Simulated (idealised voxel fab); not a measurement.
The name of this process module is voxel gate over fins.
Section shown: cut. Width: 230 nm. Cell size: 5 nm, square.
Cross-section layout: square cells on a grid; listed as bands, top to bottom; a band spans one or more cell rows. Band: top height; bottom height; in nm. Then, left to right: material with width in nm, for each material. "everywhere": a single material spanning edge to edge. "air": empty space. Note: height 0 marks the level under which the wafer is uniformly one material as received. Lowest band unbounded below, written "from 0 down". Per-row width for "30->40": begins at first number (top row of band), ends at second number (bottom row), increment between rows held constant. "everything unchanged" after a step means that no cell of the cross-section changed. So "Closed void entries" is basically the list of trapped voids: any empty space of 8 cells or more that can't reach the top through an opening. They're written width x height at distance, the distance being from the left edge, and it's all nm. Past the settings on a step's line: simulator remark, on that step. The "overlay nm" setting may appear on a step's line; for a step that uses a mask, it gives how far to the right of its planned position the mask lay, and a negative value indicates the left.

PROCESS STEPS - PLAN
1,RECEIVE with material Si
2,CONFORMAL_DEP with material SiN, thk nm 10
3,PATTERN with tone cover, mask id FINS, material resist, width nm 15, pitch nm 35, thk nm 15, overlay nm -15
4,DIRECTIONAL_ETCH with etch materials SiN, depth nm 10
5,DIRECTIONAL_ETCH with etch materials Si, depth nm 30
6,STRIP with etch materials resist
7,OXIDIZE with depth nm 5
8,FILL_DEP with material SiO2, thk nm 15
9,CMP with height nm 10
10,SELECTIVE_ETCH with etch materials SiO2, depth nm 20
11,STRIP with etch materials SiN
12,CONFORMAL_DEP with material HfO2, thk nm 5
13,CONFORMAL_DEP with material TiN, thk nm 5
14,CONFORMAL_DEP with material TiAl, thk nm 5
15,CONFORMAL_DEP with material TiN, thk nm 5
16,FILL_DEP with material W, thk nm 10
17,CMP with height nm 25
18,CONFORMAL_DEP with material SiCN, thk nm 10
The overlay nm used in step 3 is not the same on every wafer, whereas the starting condition is; the value printed in the plan is the first wafer's.

AFTER STEP 1, AS RECEIVED: FIRST OF SEVERAL WAFERS, CROSS-SECTION
  from 0 down | Si everywhere
  Closed void entries: none

CROSS-SECTION OF THE FIRST OF SEVERAL WAFERS, TAKEN AFTER STEP 18, WHERE THE MODULE ENDS
  from 35 to 25 | SiCN everywhere
  from 25 to 20 | W everywhere
  from 20 to 15 | 40 of W / 115 of TiN / 75 of W
  from 15 to 10 | 40 of W / 5 of TiN / 105 of TiAl / 5 of TiN / 75 of W
  from 10 to 5 | 45 of TiN / 5 of TiAl / 25 of TiN / 10 of TiAl / 25 of TiN / 10 of TiAl / 25 of TiN / 5 of TiAl / 80 of TiN
  from 5 to 0 | 50 of TiAl / 5 of TiN / 15 of HfO2 / 5 of TiN / 10 of TiAl / 5 of TiN / 15 of HfO2 / 5 of TiN / 10 of TiAl / 5 of TiN / 15 of HfO2 / 5 of TiN / 85 of TiAl
  from 0 to -5 | 55 of TiN / 5 of HfO2 / 5 of Si / 5 of HfO2 / 20 of TiN / 5 of HfO2 / 5 of Si / 5 of HfO2 / 20 of TiN / 5 of HfO2 / 5 of Si / 5 of HfO2 / 90 of TiN
  from -5 to -10 | 60 of HfO2 / 5 of Si / 30 of HfO2 / 5 of Si / 30 of HfO2 / 5 of Si / 95 of HfO2
  from -10 to -35 | 60 of SiO2 / 5 of Si / 30 of SiO2 / 5 of Si / 30 of SiO2 / 5 of Si / 95 of SiO2
  from -35 down | Si everywhere
  Closed void entries: none

SECTIONAL VIEW OF THE LAST WAFER UPON COMPLETION OF THE MODULE
  from 35 to 25 | SiCN everywhere
  from 25 to 20 | W everywhere
  from 20 to 15 | 70 of W / 115 of TiN / 45 of W
  from 15 to 10 | 70 of W / 5 of TiN / 105 of TiAl / 5 of TiN / 45 of W
  from 10 to 5 | 75 of TiN / 5 of TiAl / 25 of TiN / 10 of TiAl / 25 of TiN / 10 of TiAl / 25 of TiN / 5 of TiAl / 50 of TiN
  from 5 to 0 | 80 of TiAl / 5 of TiN / 15 of HfO2 / 5 of TiN / 10 of TiAl / 5 of TiN / 15 of HfO2 / 5 of TiN / 10 of TiAl / 5 of TiN / 15 of HfO2 / 5 of TiN / 55 of TiAl
  from 0 to -5 | 85 of TiN / 5 of HfO2 / 5 of Si / 5 of HfO2 / 20 of TiN / 5 of HfO2 / 5 of Si / 5 of HfO2 / 20 of TiN / 5 of HfO2 / 5 of Si / 5 of HfO2 / 60 of TiN
  from -5 to -10 | 90 of HfO2 / 5 of Si / 30 of HfO2 / 5 of Si / 30 of HfO2 / 5 of Si / 65 of HfO2
  from -10 to -35 | 90 of SiO2 / 5 of Si / 30 of SiO2 / 5 of Si / 30 of SiO2 / 5 of Si / 65 of SiO2
  from -35 down | Si everywhere
  Closed void entries: none

GAINED (+) OR LOST (-) CELLS OF EACH MATERIAL SINCE RECEIPT, THEN CLOSED VOIDS: ONE ROW PER WAFER, AT THE END OF THE MODULE
overlay nm -15, +58 HfO2, -301 Si, +92 SiCN, +215 SiO2, +58 TiAl, +108 TiN, +92 W, Closed void entries: none
overlay nm -10, +58 HfO2, -301 Si, +92 SiCN, +215 SiO2, +58 TiAl, +108 TiN, +92 W, Closed void entries: none
overlay nm -5, +58 HfO2, -301 Si, +92 SiCN, +215 SiO2, +58 TiAl, +108 TiN, +92 W, Closed void entries: none
overlay nm 0, +58 HfO2, -301 Si, +92 SiCN, +215 SiO2, +58 TiAl, +108 TiN, +92 W, Closed void entries: none
overlay nm 5, +58 HfO2, -301 Si, +92 SiCN, +215 SiO2, +58 TiAl, +108 TiN, +92 W, Closed void entries: none
overlay nm 10, +58 HfO2, -301 Si, +92 SiCN, +215 SiO2, +58 TiAl, +108 TiN, +92 W, Closed void entries: none
overlay nm 15, +58 HfO2, -301 Si, +92 SiCN, +215 SiO2, +58 TiAl, +108 TiN, +92 W, Closed void entries: none
